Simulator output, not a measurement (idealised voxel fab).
The document below concerns the process module designated voxel released beams.
cross-section cut | 170 nm wide | cells 5 nm
Cross-sections here: square-cell grids, written as top-down lists of bands, a band being one or more rows of cells.
Basically the band line says how high the top is and how high the bottom is, in nm, and then what's in it from left to right, every material with its width in nm. Empty space shows up as "empty", and if a single material carries "all across" it runs the full band edge to edge.
Height datum 0, below which the as-received substrate wafer is one material. Lowest band open at the bottom, running downward: "z 0 and below".
Note: "30 to 40" means the width goes from the first number (top row of the band) to the second number (bottom row) in equal steps per row of cells.
For the purposes of this document, the phrase "nothing altered" attached to a step denotes that no cell within the cross-section was modified by that step.
This entry, "Closed empty spaces", enumerates those empty regions of no fewer than 8 cells that possess no open connection to the top. Each region is reported in the form width x height at distance, the distance being taken from the left edge, with all three quantities expressed in nm.
On each step's line, the part that comes after the settings is the simulator's own comment on the step.
Among the settings permitted on a step's line is "overlay nm"; applied to a step with a mask, it specifies the extent to which the mask lay to the right of its planned position, whereas a negative figure signifies a position to the left.

Process steps - plan:
1. RECEIVE, material Si
2. CONFORMAL_DEP, material Al2O3, thk nm 5
3. DIRECTIONAL_DEP, material SiO2, thk nm 10
4. DIRECTIONAL_DEP, material aC, thk nm 10
5. PATTERN, tone open, mask id ANCHOR, material resist, width nm 35, thk nm 25, overlay nm 0
6. DIRECTIONAL_ETCH, etch materials aC, depth nm 10
7. STRIP, etch materials resist
8. DIRECTIONAL_ETCH, etch materials SiO2, depth nm 10
9. STRIP, etch materials aC
10. CONFORMAL_DEP, material SiN, thk nm 10
11. DIRECTIONAL_DEP, material aC, thk nm 10
12. PATTERN, tone cover, mask id BEAM, material resist, width nm 90, thk nm 30, overlay nm 0
13. DIRECTIONAL_ETCH, etch materials aC, depth nm 10
14. STRIP, etch materials resist
15. DIRECTIONAL_ETCH, etch materials SiN, depth nm 10
16. STRIP, etch materials aC
17. STRIP, etch materials SiO2

Run as planned: first of two wafers:

Wafer cross-section on receipt, i.e. after step 1:
- z 0 and below = Si all across
- Closed empty spaces: none

State of the wafer after step 2, shown in cross-section:
- z 5 to 0 = Al2O3 all across
- Below a height of 0, the structure has not been altered.

State of the wafer after step 3, shown in cross-section:
- z 15 to 5 = SiO2 all across
- Below a height of 5, the structure has not been altered.

State of the wafer after step 4, shown in cross-section:
- z 25 to 15 = aC all across
- Below a height of 15, the structure has not been altered.

State of the wafer after step 5, shown in cross-section:
- z 50 to 25 = 40 resist; 35 empty; 95 resist
- Below a height of 25, the structure has not been altered.

State of the wafer after step 6, shown in cross-section:
- z 40 to 25 = 40 resist; 35 empty; 95 resist
- z 25 to 15 = 40 aC; 35 empty; 95 aC
- Below a height of 15, the structure has not been altered.

State of the wafer after step 7, shown in cross-section:
- z 25 to 15 = 40 aC; 35 empty; 95 aC
- Below a height of 15, the structure has not been altered.

State of the wafer after step 8, shown in cross-section:
- z 25 to 15 = 40 aC; 35 empty; 95 aC
- z 15 to 5 = 40 SiO2; 35 empty; 95 SiO2
- Below a height of 5, the structure has not been altered.

State of the wafer after step 9, shown in cross-section:
- z 15 to 5 = 40 SiO2; 35 empty; 95 SiO2
- Below a height of 5, the structure has not been altered.

State of the wafer after step 10, shown in cross-section:
- z 25 to 15 = 50 SiN; 15 empty; 105 SiN
- z 15 to 5 = 40 SiO2; 35 SiN; 95 SiO2
- Below a height of 5, the structure has not been altered.

State of the wafer after step 11, shown in cross-section:
- z 35 to 25 = 50 aC; 15 empty; 105 aC
- z 25 to 15 = 50 SiN; 15 aC; 105 SiN
- Below a height of 15, the structure has not been altered.

State of the wafer after step 12, shown in cross-section:
- z 65 to 35 = 35 empty; 90 resist; 45 empty
- z 35 to 25 = 50 aC; 15 resist; 105 aC
- Below a height of 25, the structure has not been altered.

State of the wafer after step 13, shown in cross-section:
- z 55 to 35 = 35 empty; 90 resist; 45 empty
- z 35 to 25 = 35 empty; 15 aC; 15 resist; 60 aC; 45 empty
- Below a height of 25, the structure has not been altered.

State of the wafer after step 14, shown in cross-section:
- z 35 to 25 = 35 empty; 15 aC; 15 empty; 60 aC; 45 empty
- Below a height of 25, the structure has not been altered.

State of the wafer after step 15, shown in cross-section:
- z 35 to 25 = 35 empty; 15 aC; 15 empty; 60 aC; 45 empty
- z 25 to 15 = 35 empty; 15 SiN; 15 aC; 60 SiN; 45 empty
- Below a height of 15, the structure has not been altered.

State of the wafer after step 16, shown in cross-section:
- z 25 to 15 = 35 empty; 15 SiN; 15 empty; 60 SiN; 45 empty
- Below a height of 15, the structure has not been altered.

State of the wafer after step 17, shown in cross-section:
- z 25 to 15 = 35 empty; 15 SiN; 15 empty; 60 SiN; 45 empty
- z 15 to 5 = 40 empty; 35 SiN; 95 empty
- Below a height of 5, the structure has not been altered.

Second wafer, same starting conditions and recipe as the first, one mistake in executing it, nothing differs from the first up to and including step 1:

The second wafer cut through, at the time step 2 was supposed to be finished: nothing altered

The second wafer cut through, at the time step 3 was supposed to be finished:
- z 10 to 0 = SiO2 all across
- Below a height of 0, the structure has not been altered.

The second wafer cut through, at the time step 4 was supposed to be finished:
- z 20 to 10 = aC all across
- Below a height of 10, the structure has not been altered.

The second wafer cut through, at the time step 5 was supposed to be finished:
- z 45 to 20 = 40 resist; 35 empty; 95 resist
- Below a height of 20, the structure has not been altered.

The second wafer cut through, at the time step 6 was supposed to be finished:
- z 35 to 20 = 40 resist; 35 empty; 95 resist
- z 20 to 10 = 40 aC; 35 empty; 95 aC
- Below a height of 10, the structure has not been altered.

The second wafer cut through, at the time step 7 was supposed to be finished:
- z 20 to 10 = 40 aC; 35 empty; 95 aC
- Below a height of 10, the structure has not been altered.

The second wafer cut through, at the time step 8 was supposed to be finished:
- z 20 to 10 = 40 aC; 35 empty; 95 aC
- z 10 to 0 = 40 SiO2; 35 empty; 95 SiO2
- Below a height of 0, the structure has not been altered.

The second wafer cut through, at the time step 9 was supposed to be finished:
- z 10 to 0 = 40 SiO2; 35 empty; 95 SiO2
- Below a height of 0, the structure has not been altered.

The second wafer cut through, at the time step 10 was supposed to be finished:
- z 20 to 10 = 50 SiN; 15 empty; 105 SiN
- z 10 to 0 = 40 SiO2; 35 SiN; 95 SiO2
- Below a height of 0, the structure has not been altered.

The second wafer cut through, at the time step 11 was supposed to be finished:
- z 30 to 20 = 50 aC; 15 empty; 105 aC
- z 20 to 10 = 50 SiN; 15 aC; 105 SiN
- Below a height of 10, the structure has not been altered.

The second wafer cut through, at the time step 12 was supposed to be finished:
- z 60 to 30 = 35 empty; 90 resist; 45 empty
- z 30 to 20 = 50 aC; 15 resist; 105 aC
- Below a height of 20, the structure has not been altered.

The second wafer cut through, at the time step 13 was supposed to be finished:
- z 50 to 30 = 35 empty; 90 resist; 45 empty
- z 30 to 20 = 35 empty; 15 aC; 15 resist; 60 aC; 45 empty
- Below a height of 20, the structure has not been altered.

The second wafer cut through, at the time step 14 was supposed to be finished:
- z 30 to 20 = 35 empty; 15 aC; 15 empty; 60 aC; 45 empty
- Below a height of 20, the structure has not been altered.

The second wafer cut through, at the time step 15 was supposed to be finished:
- z 30 to 20 = 35 empty; 15 aC; 15 empty; 60 aC; 45 empty
- z 20 to 10 = 35 empty; 15 SiN; 15 aC; 60 SiN; 45 empty
- Below a height of 10, the structure has not been altered.

The second wafer cut through, at the time step 16 was supposed to be finished:
- z 20 to 10 = 35 empty; 15 SiN; 15 empty; 60 SiN; 45 empty
- Below a height of 10, the structure has not been altered.

The second wafer cut through, at the time step 17 was supposed to be finished:
- z 20 to 10 = 35 empty; 15 SiN; 15 empty; 60 SiN; 45 empty
- z 10 to 0 = 40 empty; 35 SiN; 95 empty
- Below a height of 0, the structure has not been altered.
Error vs. plan: step 2 of the plan was omitted and not executed
Final tally in cells, some materials are higher or lower on the second wafer than on the first: 34 fewer of Al2O3
